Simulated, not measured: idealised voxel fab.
Process module heading - voxel lift off
Square cell edge 5 nm, section width 175 nm, ID cut.
Think of the cross-section as a grid of square cells. We describe it in bands, top to bottom, and each band covers one or more rows of those cells.
The band entry comprises the height of the band's top followed by the height of its bottom, expressed in nm, and subsequently the band's materials from left to right, each stated together with its width in nm. Where a single material is marked with the word "everywhere", that material fills the band from edge to edge. The word "air" represents empty space.
Height 0 is the level under which the wafer as received is all one material. The lowest band goes on downwards, as in "0 down".
The two numbers in a width such as "30..40" mark its ends across the band: the first belongs to the top row of cells, the second to the bottom row, and from each row to the next the width moves by the same amount.
Any step labelled "left unchanged" changed none of the cells in the cross-section.
In the "Enclosed cavities" entry, you get each enclosed empty space of 8 cells or more, one with no open way to the top, written width x height at distance, distance from the left edge, in nm.
It should be noted that, on the line of a given step, the content following the step's settings is a remark produced by the simulator itself with respect to that step.
Regarding "overlay nm": on a step with a mask, it is the distance the mask lay to the right of its planned place; a negative value places it to the left.
## These are the steps we planned for the process
1: op RECEIVE | material Si
2: op CONFORMAL_DEP | material SiN | thk nm 10
3: op PATTERN | tone open | mask id LINES | material resist | width nm 15 | pitch nm 45 | thk nm 20 | overlay nm 0
4: op DIRECTIONAL_DEP | material Ru | thk nm 10
5: op STRIP | etch materials resist
6: op CONFORMAL_DEP | material SiN | thk nm 5
Every wafer here starts from the same state; it is the step 6 thk nm that distinguishes them, and the value the plan gives belongs to the first wafer.
## Cross-section of the first of several received wafers, showing its state after step 1
0 down: Si everywhere
Enclosed cavities: none
## First wafer of several, cross-section, module end, after step 6 (last)
25 to 20: 30 nm air, 25 nm SiN, 20 nm air, 25 nm SiN, 20 nm air, 25 nm SiN, 30 nm air
20 to 15: 30 nm air, 5 nm SiN, 15 nm Ru, 5 nm SiN, 20 nm air, 5 nm SiN, 15 nm Ru, 5 nm SiN, 20 nm air, 5 nm SiN, 15 nm Ru, 5 nm SiN, 30 nm air
15 to 10: 35 nm SiN, 15 nm Ru, 30 nm SiN, 15 nm Ru, 30 nm SiN, 15 nm Ru, 35 nm SiN
10 to 0: SiN everywhere
0 down: Si everywhere
Enclosed cavities: none
## Cross-sectional view, end of module, last wafer of several
40 to 30: 15 nm air, 145 nm SiN, 15 nm air
30 to 20: SiN everywhere
20 to 10: 35 nm SiN, 15 nm Ru, 30 nm SiN, 15 nm Ru, 30 nm SiN, 15 nm Ru, 35 nm SiN
10 to 0: SiN everywhere
0 down: Si everywhere
Enclosed cavities: none
## Table: wafers, a row each; end-of-module cell change per material since receipt, gain (+), loss (-); then closed voids
thk nm 5; +18 Ru; +117 SiN; Enclosed cavities: none
thk nm 10; +18 Ru; +164 SiN; Enclosed cavities: none
thk nm 15; +18 Ru; +211 SiN; Enclosed cavities: none
thk nm 20; +18 Ru; +250 SiN; Enclosed cavities: none
